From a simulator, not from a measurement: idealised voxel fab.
The document below concerns the process module designated voxel gate over fins.
Displayed cross-section: cut, width of 155 nm, square cells sized 5 nm.
In what follows, cross-sections appear as grids of square cells, described through bands that run from the top down, where every band is one or more rows of cells.
It is stipulated that each band's entry specify, in nanometres, the height of the top of the band and then that of its bottom, followed by the materials of the band in left-to-right sequence, each together with its width in nanometres. A single material marked by the word "throughout" is understood to fill the band from edge to edge; the word "air" is understood to denote empty space.
Basically, 0 is our baseline, since under it the wafer straight out of the box is all one material. The bottom band has no lower end and keeps on going down, so it looks like "0 nm and below".
When a width is written as two numbers, as in "30->40", the first number is the width in the top row of cells of the band and the second is the width in its bottom row, and the width changes by the same amount from each row to the next.
The cross-section has no changed cell in any step marked "stayed the same".
If an empty space has no open way to the top and is at least 8 cells in size, "Sealed internal cavities" lists it, written width x height at distance, where distance is measured from the left edge and every value is in nm.
Past the settings on a step's line: simulator remark, on that step.
overlay nm, on a step with a mask: how far to the right of its planned place the mask lay; to the left if negative
Heads up before you read on: it's before/after pairs around one process step each, after side only down to the lowest band that changed, step plus settings under the pair. Pairs can be from different runs of this module, same starting wafer, so only chain a pair onto the one above if its "Pre-step cross-section" entry says so.
[Pre-step cross-section]
    0 nm and below | Si throughout
    Sealed internal cavities: none
[Cut View, Post-Step]
    10 nm to 0 nm | SiN throughout
    Under 0: no change, same as before.
    Sealed internal cavities: none
Between the cross-sections above, the step performed was CONFORMAL_DEP,material SiN,thk nm 10
Pre-step cross-section: the state before this step is the cross-section shown after the step in the pair just above.
[Cut View, Post-Step]
    10 nm to 0 nm | air (50) / SiN (15) / air (25) / SiN (15) / air (50)
    Under 0: no change, same as before.
    Sealed internal cavities: none
Between the cross-sections above, the step performed was MASKED_ETCH,tone cover,mask id FINS,width nm 15,pitch nm 40,etch materials SiN,depth nm 10,overlay nm 0
Pre-step cross-section: the state before this step is the cross-section shown after the step in the pair just above.
[Cut View, Post-Step]
    10 nm to 0 nm | air (50) / SiN (15) / air (25) / SiN (15) / air (50)
    0 nm to -40 nm | air (50) / Si (15) / air (25) / Si (15) / air (50)
    Under -40: no change, same as before.
    Sealed internal cavities: none
Between the cross-sections above, the step performed was MASKED_ETCH,tone cover,mask id FINS,width nm 15,pitch nm 40,etch materials Si,depth nm 40,overlay nm 0
Pre-step cross-section: the state before this step is the cross-section shown after the step in the pair just above.
[Cut View, Post-Step]
    10 nm to 0 nm | air (50) / SiN (15) / air (25) / SiN (15) / air (50)
    0 nm to -40 nm | air (50) / SiO2 (5) / Si (5) / SiO2 (5) / air (25) / SiO2 (5) / Si (5) / SiO2 (5) / air (50)
    -40 nm to -45 nm | SiO2 (55) / Si (5) / SiO2 (35) / Si (5) / SiO2 (55)
    Under -45: no change, same as before.
    Sealed internal cavities: none
Between the cross-sections above, the step performed was OXIDIZE,depth nm 5
Pre-step cross-section: the state before this step is the cross-section shown after the step in the pair just above.
[Cut View, Post-Step]
    20 nm to 10 nm | SiO2 throughout
    10 nm to 0 nm | SiO2 (50) / SiN (15) / SiO2 (25) / SiN (15) / SiO2 (50)
    0 nm to -45 nm | SiO2 (55) / Si (5) / SiO2 (35) / Si (5) / SiO2 (55)
    Under -45: no change, same as before.
    Sealed internal cavities: none
Between the cross-sections above, the step performed was FILL_DEP,material SiO2,thk nm 10
Pre-step cross-section: the state before this step is the cross-section shown after the step in the pair just above.
[Cut View, Post-Step]
    10 nm to 0 nm | SiO2 (50) / SiN (15) / SiO2 (25) / SiN (15) / SiO2 (50)
    Under 0: no change, same as before.
    Sealed internal cavities: none
Between the cross-sections above, the step performed was CMP,height nm 10
Pre-step cross-section: the state before this step is the cross-section shown after the step in the pair just above.
[Cut View, Post-Step]
    10 nm to 0 nm | air (50) / SiN (15) / air (25) / SiN (15) / air (50)
    0 nm to -15 nm | air (55) / Si (5) / air (35) / Si (5) / air (55)
    Under -15: no change, same as before.
    Sealed internal cavities: none
Between the cross-sections above, the step performed was SELECTIVE_ETCH,etch materials SiO2,depth nm 25
Pre-step cross-section: the state before this step is the cross-section shown after the step in the pair just above.
[Cut View, Post-Step]
    0 nm to -15 nm | air (55) / Si (5) / air (35) / Si (5) / air (55)
    Under -15: no change, same as before.
    Sealed internal cavities: none
Between the cross-sections above, the step performed was STRIP,etch materials SiN
Pre-step cross-section: the state before this step is the cross-section shown after the step in the pair just above.
[Cut View, Post-Step]
    5 nm to 0 nm | air (50) / HfO2 (15) / air (25) / HfO2 (15) / air (50)
    0 nm to -10 nm | air (50) / HfO2 (5) / Si (5) / HfO2 (5) / air (25) / HfO2 (5) / Si (5) / HfO2 (5) / air (50)
    -10 nm to -15 nm | HfO2 (55) / Si (5) / HfO2 (35) / Si (5) / HfO2 (55)
    Under -15: no change, same as before.
    Sealed internal cavities: none
Between the cross-sections above, the step performed was CONFORMAL_DEP,material HfO2,thk nm 5
Pre-step cross-section: the state before this step is the cross-section shown after the step in the pair just above.
[Cut View, Post-Step]
    10 nm to 5 nm | air (45) / TiN (25) / air (15) / TiN (25) / air (45)
    5 nm to 0 nm | air (45) / TiN (5) / HfO2 (15) / TiN (5) / air (15) / TiN (5) / HfO2 (15) / TiN (5) / air (45)
    0 nm to -5 nm | air (45) / TiN (5) / HfO2 (5) / Si (5) / HfO2 (5) / TiN (5) / air (15) / TiN (5) / HfO2 (5) / Si (5) / HfO2 (5) / TiN (5) / air (45)
    -5 nm to -10 nm | TiN (50) / HfO2 (5) / Si (5) / HfO2 (5) / TiN (25) / HfO2 (5) / Si (5) / HfO2 (5) / TiN (50)
    Under -10: no change, same as before.
    Sealed internal cavities: none
Between the cross-sections above, the step performed was CONFORMAL_DEP,material TiN,thk nm 5
Pre-step cross-section: the state before this step is the cross-section shown after the step in the pair just above.
[Cut View, Post-Step]
    15 nm to 10 nm | air (40) / TiAl (35) / air (5) / TiAl (35) / air (40)
    10 nm to 5 nm | air (40) / TiAl (5) / TiN (25) / TiAl (5) / air (5) / TiAl (5) / TiN (25) / TiAl (5) / air (40)
    5 nm to 0 nm | air (40) / TiAl (5) / TiN (5) / HfO2 (15) / TiN (5) / TiAl (5) / air (5) / TiAl (5) / TiN (5) / HfO2 (15) / TiN (5) / TiAl (5) / air (40)
    0 nm to -5 nm | TiAl (45) / TiN (5) / HfO2 (5) / Si (5) / HfO2 (5) / TiN (5) / TiAl (15) / TiN (5) / HfO2 (5) / Si (5) / HfO2 (5) / TiN (5) / TiAl (45)
    Under -5: no change, same as before.
    Sealed internal cavities: none
Between the cross-sections above, the step performed was CONFORMAL_DEP,material TiAl,thk nm 5
Pre-step cross-section: the state before this step is the cross-section shown after the step in the pair just above.
[Cut View, Post-Step]
    20 nm to 15 nm | air (35) / TiN (85) / air (35)
    15 nm to 10 nm | air (35) / TiN (5) / TiAl (35) / TiN (5) / TiAl (35) / TiN (5) / air (35)
    10 nm to 5 nm | air (35) / TiN (5) / TiAl (5) / TiN (25) / TiAl (5) / TiN (5) / TiAl (5) / TiN (25) / TiAl (5) / TiN (5) / air (35)
    5 nm to 0 nm | TiN (40) / TiAl (5) / TiN (5) / HfO2 (15) / TiN (5) / TiAl (5) / TiN (5) / TiAl (5) / TiN (5) / HfO2 (15) / TiN (5) / TiAl (5) / TiN (40)
    Under 0: no change, same as before.
    Sealed internal cavities: none
Between the cross-sections above, the step performed was CONFORMAL_DEP,material TiN,thk nm 5
Pre-step cross-section: the state before this step is the cross-section shown after the step in the pair just above.
[Cut View, Post-Step]
    30 nm to 20 nm | W throughout
    20 nm to 15 nm | W (35) / TiN (85) / W (35)
    15 nm to 10 nm | W (35) / TiN (5) / TiAl (35) / TiN (5) / TiAl (35) / TiN (5) / W (35)
    10 nm to 5 nm | W (35) / TiN (5) / TiAl (5) / TiN (25) / TiAl (5) / TiN (5) / TiAl (5) / TiN (25) / TiAl (5) / TiN (5) / W (35)
    Under 5: no change, same as before.
    Sealed internal cavities: none
Between the cross-sections above, the step performed was FILL_DEP,material W,thk nm 10
Pre-step cross-section: the state before this step is the cross-section shown after the step in the pair just above.
[Cut View, Post-Step]
    25 nm to 20 nm | W throughout
    Under 20: no change, same as before.
    Sealed internal cavities: none
Between the cross-sections above, the step performed was CMP,height nm 25
Pre-step cross-section: the state before this step is the cross-section shown after the step in the pair just above.
[Cut View, Post-Step]
    30 nm to 25 nm | SiCN throughout
    Under 25: no change, same as before.
    Sealed internal cavities: none
Between the cross-sections above, the step performed was CONFORMAL_DEP,material SiCN,thk nm 5
[Pre-step cross-section]
    10 nm to 5 nm | air (45) / TiN (25) / air (15) / TiN (25) / air (45)
    5 nm to 0 nm | air (45) / TiN (5) / HfO2 (15) / TiN (5) / air (15) / TiN (5) / HfO2 (15) / TiN (5) / air (45)
    0 nm to -5 nm | air (45) / TiN (5) / HfO2 (5) / Si (5) / HfO2 (5) / TiN (5) / air (15) / TiN (5) / HfO2 (5) / Si (5) / HfO2 (5) / TiN (5) / air (45)
    -5 nm to -10 nm | TiN (50) / HfO2 (5) / Si (5) / HfO2 (5) / TiN (25) / HfO2 (5) / Si (5) / HfO2 (5) / TiN (50)
    -10 nm to -15 nm | HfO2 (55) / Si (5) / HfO2 (35) / Si (5) / HfO2 (55)
    -15 nm to -45 nm | SiO2 (55) / Si (5) / SiO2 (35) / Si (5) / SiO2 (55)
    -45 nm and below | Si throughout
    Sealed internal cavities: none
[Cut View, Post-Step]
    15 nm to 5 nm | air (40) / TiN (35) / air (5) / TiN (35) / air (40)
    5 nm to 0 nm | air (40) / TiN (10) / HfO2 (15) / TiN (10) / air (5) / TiN (10) / HfO2 (15) / TiN (10) / air (40)
    0 nm to -10 nm | TiN (50) / HfO2 (5) / Si (5) / HfO2 (5) / TiN (25) / HfO2 (5) / Si (5) / HfO2 (5) / TiN (50)
    Under -10: no change, same as before.
    Sealed internal cavities: none
Between the cross-sections above, the step performed was CONFORMAL_DEP,material TiN,thk nm 5
Pre-step cross-section: the state before this step is the cross-section shown after the step in the pair just above.
[Cut View, Post-Step]
    25 nm to 15 nm | W throughout
    15 nm to 5 nm | W (40) / TiN (35) / W (5) / TiN (35) / W (40)
    5 nm to 0 nm | W (40) / TiN (10) / HfO2 (15) / TiN (10) / W (5) / TiN (10) / HfO2 (15) / TiN (10) / W (40)
    Under 0: no change, same as before.
    Sealed internal cavities: none
Between the cross-sections above, the step performed was FILL_DEP,material W,thk nm 10
Pre-step cross-section: the state before this step is the cross-section shown after the step in the pair just above.
[Cut View, Post-Step]
    30 nm to 25 nm | SiCN throughout
    Under 25: no change, same as before.
    Sealed internal cavities: none
Between the cross-sections above, the step performed was CONFORMAL_DEP,material SiCN,thk nm 5
[Pre-step cross-section]
    10 nm to 0 nm | air (50) / SiN (15) / air (25) / SiN (15) / air (50)
    0 nm to -15 nm | air (55) / Si (5) / air (35) / Si (5) / air (55)
    -15 nm to -45 nm | SiO2 (55) / Si (5) / SiO2 (35) / Si (5) / SiO2 (55)
    -45 nm and below | Si throughout
    Sealed internal cavities: none
[Cut View, Post-Step]
    10 nm to 0 nm | air (50) / SiN (15) / air (25) / SiN (15) / air (50)
    0 nm to -40 nm | air (55) / Si (5) / air (35) / Si (5) / air (55)
    Under -40: no change, same as before.
    Sealed internal cavities: none
Between the cross-sections above, the step performed was SELECTIVE_ETCH,etch materials SiO2,depth nm 25
Pre-step cross-section: the state before this step is the cross-section shown after the step in the pair just above.
[Cut View, Post-Step]
    0 nm to -40 nm | air (55) / Si (5) / air (35) / Si (5) / air (55)
    Under -40: no change, same as before.
    Sealed internal cavities: none
Between the cross-sections above, the step performed was STRIP,etch materials SiN
Pre-step cross-section: the state before this step is the cross-section shown after the step in the pair just above.
[Cut View, Post-Step]
    5 nm to 0 nm | air (50) / HfO2 (15) / air (25) / HfO2 (15) / air (50)
    0 nm to -35 nm | air (50) / HfO2 (5) / Si (5) / HfO2 (5) / air (25) / HfO2 (5) / Si (5) / HfO2 (5) / air (50)
    -35 nm to -40 nm | HfO2 (55) / Si (5) / HfO2 (35) / Si (5) / HfO2 (55)
    Under -40: no change, same as before.
    Sealed internal cavities: none
Between the cross-sections above, the step performed was CONFORMAL_DEP,material HfO2,thk nm 5
Pre-step cross-section: the state before this step is the cross-section shown after the step in the pair just above.
[Cut View, Post-Step]
    10 nm to 5 nm | air (45) / TiN (25) / air (15) / TiN (25) / air (45)
    5 nm to 0 nm | air (45) / TiN (5) / HfO2 (15) / TiN (5) / air (15) / TiN (5) / HfO2 (15) / TiN (5) / air (45)
    0 nm to -30 nm | air (45) / TiN (5) / HfO2 (5) / Si (5) / HfO2 (5) / TiN (5) / air (15) / TiN (5) / HfO2 (5) / Si (5) / HfO2 (5) / TiN (5) / air (45)
    -30 nm to -35 nm | TiN (50) / HfO2 (5) / Si (5) / HfO2 (5) / TiN (25) / HfO2 (5) / Si (5) / HfO2 (5) / TiN (50)
    Under -35: no change, same as before.
    Sealed internal cavities: none
Between the cross-sections above, the step performed was CONFORMAL_DEP,material TiN,thk nm 5
Pre-step cross-section: the state before this step is the cross-section shown after the step in the pair just above.
[Cut View, Post-Step]
    15 nm to 10 nm | air (40) / TiAl (35) / air (5) / TiAl (35) / air (40)
    10 nm to 5 nm | air (40) / TiAl (5) / TiN (25) / TiAl (5) / air (5) / TiAl (5) / TiN (25) / TiAl (5) / air (40)
    5 nm to 0 nm | air (40) / TiAl (5) / TiN (5) / HfO2 (15) / TiN (5) / TiAl (5) / air (5) / TiAl (5) / TiN (5) / HfO2 (15) / TiN (5) / TiAl (5) / air (40)
    0 nm to -25 nm | air (40) / TiAl (5) / TiN (5) / HfO2 (5) / Si (5) / HfO2 (5) / TiN (5) / TiAl (5) / air (5) / TiAl (5) / TiN (5) / HfO2 (5) / Si (5) / HfO2 (5) / TiN (5) / TiAl (5) / air (40)
    -25 nm to -30 nm | TiAl (45) / TiN (5) / HfO2 (5) / Si (5) / HfO2 (5) / TiN (5) / TiAl (15) / TiN (5) / HfO2 (5) / Si (5) / HfO2 (5) / TiN (5) / TiAl (45)
    Under -30: no change, same as before.
    Sealed internal cavities: none
Between the cross-sections above, the step performed was CONFORMAL_DEP,material TiAl,thk nm 5
Pre-step cross-section: the state before this step is the cross-section shown after the step in the pair just above.
[Cut View, Post-Step]
    20 nm to 15 nm | air (35) / TiN (85) / air (35)
    15 nm to 10 nm | air (35) / TiN (5) / TiAl (35) / TiN (5) / TiAl (35) / TiN (5) / air (35)
    10 nm to 5 nm | air (35) / TiN (5) / TiAl (5) / TiN (25) / TiAl (5) / TiN (5) / TiAl (5) / TiN (25) / TiAl (5) / TiN (5) / air (35)
    5 nm to 0 nm | air (35) / TiN (5) / TiAl (5) / TiN (5) / HfO2 (15) / TiN (5) / TiAl (5) / TiN (5) / TiAl (5) / TiN (5) / HfO2 (15) / TiN (5) / TiAl (5) / TiN (5) / air (35)
    0 nm to -20 nm | air (35) / TiN (5) / TiAl (5) / TiN (5) / HfO2 (5) / Si (5) / HfO2 (5) / TiN (5) / TiAl (5) / TiN (5) / TiAl (5) / TiN (5) / HfO2 (5) / Si (5) / HfO2 (5) / TiN (5) / TiAl (5) / TiN (5) / air (35)
    -20 nm to -25 nm | TiN (40) / TiAl (5) / TiN (5) / HfO2 (5) / Si (5) / HfO2 (5) / TiN (5) / TiAl (5) / TiN (5) / TiAl (5) / TiN (5) / HfO2 (5) / Si (5) / HfO2 (5) / TiN (5) / TiAl (5) / TiN (40)
    Under -25: no change, same as before.
    Sealed internal cavities: none
Between the cross-sections above, the step performed was CONFORMAL_DEP,material TiN,thk nm 5
Pre-step cross-section: the state before this step is the cross-section shown after the step in the pair just above.
[Cut View, Post-Step]
    30 nm to 20 nm | W throughout
    20 nm to 15 nm | W (35) / TiN (85) / W (35)
    15 nm to 10 nm | W (35) / TiN (5) / TiAl (35) / TiN (5) / TiAl (35) / TiN (5) / W (35)
    10 nm to 5 nm | W (35) / TiN (5) / TiAl (5) / TiN (25) / TiAl (5) / TiN (5) / TiAl (5) / TiN (25) / TiAl (5) / TiN (5) / W (35)
    5 nm to 0 nm | W (35) / TiN (5) / TiAl (5) / TiN (5) / HfO2 (15) / TiN (5) / TiAl (5) / TiN (5) / TiAl (5) / TiN (5) / HfO2 (15) / TiN (5) / TiAl (5) / TiN (5) / W (35)
    0 nm to -20 nm | W (35) / TiN (5) / TiAl (5) / TiN (5) / HfO2 (5) / Si (5) / HfO2 (5) / TiN (5) / TiAl (5) / TiN (5) / TiAl (5) / TiN (5) / HfO2 (5) / Si (5) / HfO2 (5) / TiN (5) / TiAl (5) / TiN (5) / W (35)
    Under -20: no change, same as before.
    Sealed internal cavities: none
Between the cross-sections above, the step performed was FILL_DEP,material W,thk nm 10
Pre-step cross-section: the state before this step is the cross-section shown after the step in the pair just above.
[Cut View, Post-Step]
    25 nm to 20 nm | W throughout
    Under 20: no change, same as before.
    Sealed internal cavities: none
Between the cross-sections above, the step performed was CMP,height nm 25
Pre-step cross-section: the state before this step is the cross-section shown after the step in the pair just above.
[Cut View, Post-Step]
    30 nm to 25 nm | SiCN throughout
    Under 25: no change, same as before.
    Sealed internal cavities: none
Between the cross-sections above, the step performed was CONFORMAL_DEP,material SiCN,thk nm 5
[Pre-step cross-section]
    0 nm to -15 nm | air (55) / Si (5) / air (35) / Si (5) / air (55)
    -15 nm to -45 nm | SiO2 (55) / Si (5) / SiO2 (35) / Si (5) / SiO2 (55)
    -45 nm and below | Si throughout
    Sealed internal cavities: none
[Cut View, Post-Step]
    5 nm to 0 nm | air (50) / TiN (15) / air (25) / TiN (15) / air (50)
    0 nm to -10 nm | air (50) / TiN (5) / Si (5) / TiN (5) / air (25) / TiN (5) / Si (5) / TiN (5) / air (50)
    -10 nm to -15 nm | TiN (55) / Si (5) / TiN (35) / Si (5) / TiN (55)
    Under -15: no change, same as before.
    Sealed internal cavities: none
Between the cross-sections above, the step performed was CONFORMAL_DEP,material TiN,thk nm 5
Pre-step cross-section: the state before this step is the cross-section shown after the step in the pair just above.
[Cut View, Post-Step]
    10 nm to 5 nm | air (45) / HfO2 (25) / air (15) / HfO2 (25) / air (45)
    5 nm to 0 nm | air (45) / HfO2 (5) / TiN (15) / HfO2 (5) / air (15) / HfO2 (5) / TiN (15) / HfO2 (5) / air (45)
    0 nm to -5 nm | air (45) / HfO2 (5) / TiN (5) / Si (5) / TiN (5) / HfO2 (5) / air (15) / HfO2 (5) / TiN (5) / Si (5) / TiN (5) / HfO2 (5) / air (45)
    -5 nm to -10 nm | HfO2 (50) / TiN (5) / Si (5) / TiN (5) / HfO2 (25) / TiN (5) / Si (5) / TiN (5) / HfO2 (50)
    Under -10: no change, same as before.
    Sealed internal cavities: none
Between the cross-sections above, the step performed was CONFORMAL_DEP,material HfO2,thk nm 5
Pre-step cross-section: the state before this step is the cross-section shown after the step in the pair just above.
[Cut View, Post-Step]
    15 nm to 10 nm | air (40) / TiAl (35) / air (5) / TiAl (35) / air (40)
    10 nm to 5 nm | air (40) / TiAl (5) / HfO2 (25) / TiAl (5) / air (5) / TiAl (5) / HfO2 (25) / TiAl (5) / air (40)
    5 nm to 0 nm | air (40) / TiAl (5) / HfO2 (5) / TiN (15) / HfO2 (5) / TiAl (5) / air (5) / TiAl (5) / HfO2 (5) / TiN (15) / HfO2 (5) / TiAl (5) / air (40)
    0 nm to -5 nm | TiAl (45) / HfO2 (5) / TiN (5) / Si (5) / TiN (5) / HfO2 (5) / TiAl (15) / HfO2 (5) / TiN (5) / Si (5) / TiN (5) / HfO2 (5) / TiAl (45)
    Under -5: no change, same as before.
    Sealed internal cavities: none
Between the cross-sections above, the step performed was CONFORMAL_DEP,material TiAl,thk nm 5
Pre-step cross-section: the state before this step is the cross-section shown after the step in the pair just above.
[Cut View, Post-Step]
    20 nm to 15 nm | air (35) / TiN (85) / air (35)
    15 nm to 10 nm | air (35) / TiN (5) / TiAl (35) / TiN (5) / TiAl (35) / TiN (5) / air (35)
    10 nm to 5 nm | air (35) / TiN (5) / TiAl (5) / HfO2 (25) / TiAl (5) / TiN (5) / TiAl (5) / HfO2 (25) / TiAl (5) / TiN (5) / air (35)
    5 nm to 0 nm | TiN (40) / TiAl (5) / HfO2 (5) / TiN (15) / HfO2 (5) / TiAl (5) / TiN (5) / TiAl (5) / HfO2 (5) / TiN (15) / HfO2 (5) / TiAl (5) / TiN (40)
    Under 0: no change, same as before.
    Sealed internal cavities: none
Between the cross-sections above, the step performed was CONFORMAL_DEP,material TiN,thk nm 5
Pre-step cross-section: the state before this step is the cross-section shown after the step in the pair just above.
[Cut View, Post-Step]
    30 nm to 20 nm | W throughout
    20 nm to 15 nm | W (35) / TiN (85) / W (35)
    15 nm to 10 nm | W (35) / TiN (5) / TiAl (35) / TiN (5) / TiAl (35) / TiN (5) / W (35)
    10 nm to 5 nm | W (35) / TiN (5) / TiAl (5) / HfO2 (25) / TiAl (5) / TiN (5) / TiAl (5) / HfO2 (25) / TiAl (5) / TiN (5) / W (35)
    Under 5: no change, same as before.
    Sealed internal cavities: none
Between the cross-sections above, the step performed was FILL_DEP,material W,thk nm 10
Pre-step cross-section: the state before this step is the cross-section shown after the step in the pair just above.
[Cut View, Post-Step]
    25 nm to 20 nm | W throughout
    Under 20: no change, same as before.
    Sealed internal cavities: none
Between the cross-sections above, the step performed was CMP,height nm 25
Pre-step cross-section: the state before this step is the cross-section shown after the step in the pair just above.
[Cut View, Post-Step]
    30 nm to 25 nm | SiCN throughout
    Under 25: no change, same as before.
    Sealed internal cavities: none
Between the cross-sections above, the step performed was CONFORMAL_DEP,material SiCN,thk nm 5
[Pre-step cross-section]
    30 nm to 20 nm | W throughout
    20 nm to 15 nm | W (35) / TiN (85) / W (35)
    15 nm to 10 nm | W (35) / TiN (5) / TiAl (35) / TiN (5) / TiAl (35) / TiN (5) / W (35)
    10 nm to 5 nm | W (35) / TiN (5) / TiAl (5) / TiN (25) / TiAl (5) / TiN (5) / TiAl (5) / TiN (25) / TiAl (5) / TiN (5) / W (35)
    5 nm to 0 nm | TiN (40) / TiAl (5) / TiN (5) / HfO2 (15) / TiN (5) / TiAl (5) / TiN (5) / TiAl (5) / TiN (5) / HfO2 (15) / TiN (5) / TiAl (5) / TiN (40)
    0 nm to -5 nm | TiAl (45) / TiN (5) / HfO2 (5) / Si (5) / HfO2 (5) / TiN (5) / TiAl (15) / TiN (5) / HfO2 (5) / Si (5) / HfO2 (5) / TiN (5) / TiAl (45)
    -5 nm to -10 nm | TiN (50) / HfO2 (5) / Si (5) / HfO2 (5) / TiN (25) / HfO2 (5) / Si (5) / HfO2 (5) / TiN (50)
    -10 nm to -15 nm | HfO2 (55) / Si (5) / HfO2 (35) / Si (5) / HfO2 (55)
    -15 nm to -45 nm | SiO2 (55) / Si (5) / SiO2 (35) / Si (5) / SiO2 (55)
    -45 nm and below | Si throughout
    Sealed internal cavities: none
[Cut View, Post-Step]
    20 nm to 15 nm | W (35) / TiN (85) / W (35)
    Under 15: no change, same as before.
    Sealed internal cavities: none
Between the cross-sections above, the step performed was CMP,height nm 20
Pre-step cross-section: the state before this step is the cross-section shown after the step in the pair just above.
[Cut View, Post-Step]
    25 nm to 20 nm | SiCN throughout
    Under 20: no change, same as before.
    Sealed internal cavities: none
Between the cross-sections above, the step performed was CONFORMAL_DEP,material SiCN,thk nm 5
[Pre-step cross-section]
    10 nm to 0 nm | SiN throughout
    0 nm and below | Si throughout
    Sealed internal cavities: none
[Cut View, Post-Step]
    10 nm to 0 nm | air (45) / SiN (25) / air (15) / SiN (25) / air (45)
    Under 0: no change, same as before.
    Sealed internal cavities: none
Between the cross-sections above, the step performed was MASKED_ETCH,tone cover,mask id FINS,width nm 25,pitch nm 40,etch materials SiN,depth nm 10,overlay nm 0
Pre-step cross-section: the state before this step is the cross-section shown after the step in the pair just above.
[Cut View, Post-Step]
    10 nm to 0 nm | air (45) / SiN (25) / air (15) / SiN (25) / air (45)
    0 nm to -40 nm | air (45) / Si (25) / air (15) / Si (25) / air (45)
    Under -40: no change, same as before.
    Sealed internal cavities: none
Between the cross-sections above, the step performed was MASKED_ETCH,tone cover,mask id FINS,width nm 15,pitch nm 40,etch materials Si,depth nm 40,overlay nm 0
Pre-step cross-section: the state before this step is the cross-section shown after the step in the pair just above.
[Cut View, Post-Step]
    10 nm to 0 nm | air (45) / SiN (25) / air (15) / SiN (25) / air (45)
    0 nm to -40 nm | air (45) / SiO2 (5) / Si (15) / SiO2 (5) / air (15) / SiO2 (5) / Si (15) / SiO2 (5) / air (45)
    -40 nm to -45 nm | SiO2 (50) / Si (15) / SiO2 (25) / Si (15) / SiO2 (50)
    Under -45: no change, same as before.
    Sealed internal cavities: none
Between the cross-sections above, the step performed was OXIDIZE,depth nm 5
Pre-step cross-section: the state before this step is the cross-section shown after the step in the pair just above.
[Cut View, Post-Step]
    20 nm to 10 nm | SiO2 throughout
    10 nm to 0 nm | SiO2 (45) / SiN (25) / SiO2 (15) / SiN (25) / SiO2 (45)
    0 nm to -45 nm | SiO2 (50) / Si (15) / SiO2 (25) / Si (15) / SiO2 (50)
    Under -45: no change, same as before.
    Sealed internal cavities: none
Between the cross-sections above, the step performed was FILL_DEP,material SiO2,thk nm 10
Pre-step cross-section: the state before this step is the cross-section shown after the step in the pair just above.
[Cut View, Post-Step]
    10 nm to 0 nm | SiO2 (45) / SiN (25) / SiO2 (15) / SiN (25) / SiO2 (45)
    Under 0: no change, same as before.
    Sealed internal cavities: none
Between the cross-sections above, the step performed was CMP,height nm 10
Pre-step cross-section: the state before this step is the cross-section shown after the step in the pair just above.
[Cut View, Post-Step]
    10 nm to 0 nm | air (45) / SiN (25) / air (15) / SiN (25) / air (45)
    0 nm to -15 nm | air (50) / Si (15) / air (25) / Si (15) / air (50)
    Under -15: no change, same as before.
    Sealed internal cavities: none
Between the cross-sections above, the step performed was SELECTIVE_ETCH,etch materials SiO2,depth nm 25
Pre-step cross-section: the state before this step is the cross-section shown after the step in the pair just above.
[Cut View, Post-Step]
    0 nm to -15 nm | air (50) / Si (15) / air (25) / Si (15) / air (50)
    Under -15: no change, same as before.
    Sealed internal cavities: none
Between the cross-sections above, the step performed was STRIP,etch materials SiN
Pre-step cross-section: the state before this step is the cross-section shown after the step in the pair just above.
[Cut View, Post-Step]
    5 nm to 0 nm | air (45) / HfO2 (25) / air (15) / HfO2 (25) / air (45)
    0 nm to -10 nm | air (45) / HfO2 (5) / Si (15) / HfO2 (5) / air (15) / HfO2 (5) / Si (15) / HfO2 (5) / air (45)
    -10 nm to -15 nm | HfO2 (50) / Si (15) / HfO2 (25) / Si (15) / HfO2 (50)
    Under -15: no change, same as before.
    Sealed internal cavities: none
Between the cross-sections above, the step performed was CONFORMAL_DEP,material HfO2,thk nm 5
Pre-step cross-section: the state before this step is the cross-section shown after the step in the pair just above.
[Cut View, Post-Step]
    10 nm to 5 nm | air (40) / TiN (35) / air (5) / TiN (35) / air (40)
    5 nm to 0 nm | air (40) / TiN (5) / HfO2 (25) / TiN (5) / air (5) / TiN (5) / HfO2 (25) / TiN (5) / air (40)
    0 nm to -5 nm | air (40) / TiN (5) / HfO2 (5) / Si (15) / HfO2 (5) / TiN (5) / air (5) / TiN (5) / HfO2 (5) / Si (15) / HfO2 (5) / TiN (5) / air (40)
    -5 nm to -10 nm | TiN (45) / HfO2 (5) / Si (15) / HfO2 (5) / TiN (15) / HfO2 (5) / Si (15) / HfO2 (5) / TiN (45)
    Under -10: no change, same as before.
    Sealed internal cavities: none
Between the cross-sections above, the step performed was CONFORMAL_DEP,material TiN,thk nm 5
Pre-step cross-section: the state before this step is the cross-section shown after the step in the pair just above.
[Cut View, Post-Step]
    15 nm to 10 nm | air (35) / TiAl (85) / air (35)
    10 nm to 5 nm | air (35) / TiAl (5) / TiN (35) / TiAl (5) / TiN (35) / TiAl (5) / air (35)
    5 nm to 0 nm | air (35) / TiAl (5) / TiN (5) / HfO2 (25) / TiN (5) / TiAl (5) / TiN (5) / HfO2 (25) / TiN (5) / TiAl (5) / air (35)
    0 nm to -5 nm | TiAl (40) / TiN (5) / HfO2 (5) / Si (15) / HfO2 (5) / TiN (5) / TiAl (5) / TiN (5) / HfO2 (5) / Si (15) / HfO2 (5) / TiN (5) / TiAl (40)
    Under -5: no change, same as before.
    Sealed internal cavities: none
Between the cross-sections above, the step performed was CONFORMAL_DEP,material TiAl,thk nm 5
Pre-step cross-section: the state before this step is the cross-section shown after the step in the pair just above.
[Cut View, Post-Step]
    20 nm to 15 nm | air (30) / TiN (95) / air (30)
    15 nm to 10 nm | air (30) / TiN (5) / TiAl (85) / TiN (5) / air (30)
    10 nm to 5 nm | air (30) / TiN (5) / TiAl (5) / TiN (35) / TiAl (5) / TiN (35) / TiAl (5) / TiN (5) / air (30)
    5 nm to 0 nm | TiN (35) / TiAl (5) / TiN (5) / HfO2 (25) / TiN (5) / TiAl (5) / TiN (5) / HfO2 (25) / TiN (5) / TiAl (5) / TiN (35)
    Under 0: no change, same as before.
    Sealed internal cavities: none
Between the cross-sections above, the step performed was CONFORMAL_DEP,material TiN,thk nm 5
Pre-step cross-section: the state before this step is the cross-section shown after the step in the pair just above.
[Cut View, Post-Step]
    30 nm to 20 nm | W throughout
    20 nm to 15 nm | W (30) / TiN (95) / W (30)
    15 nm to 10 nm | W (30) / TiN (5) / TiAl (85) / TiN (5) / W (30)
    10 nm to 5 nm | W (30) / TiN (5) / TiAl (5) / TiN (35) / TiAl (5) / TiN (35) / TiAl (5) / TiN (5) / W (30)
    Under 5: no change, same as before.
    Sealed internal cavities: none
Between the cross-sections above, the step performed was FILL_DEP,material W,thk nm 10
Pre-step cross-section: the state before this step is the cross-section shown after the step in the pair just above.
[Cut View, Post-Step]
    25 nm to 20 nm | W throughout
    Under 20: no change, same as before.
    Sealed internal cavities: none
Between the cross-sections above, the step performed was CMP,height nm 25
Pre-step cross-section: the state before this step is the cross-section shown after the step in the pair just above.
[Cut View, Post-Step]
    30 nm to 25 nm | SiCN throughout
    Under 25: no change, same as before.
    Sealed internal cavities: none
Between the cross-sections above, the step performed was CONFORMAL_DEP,material SiCN,thk nm 5
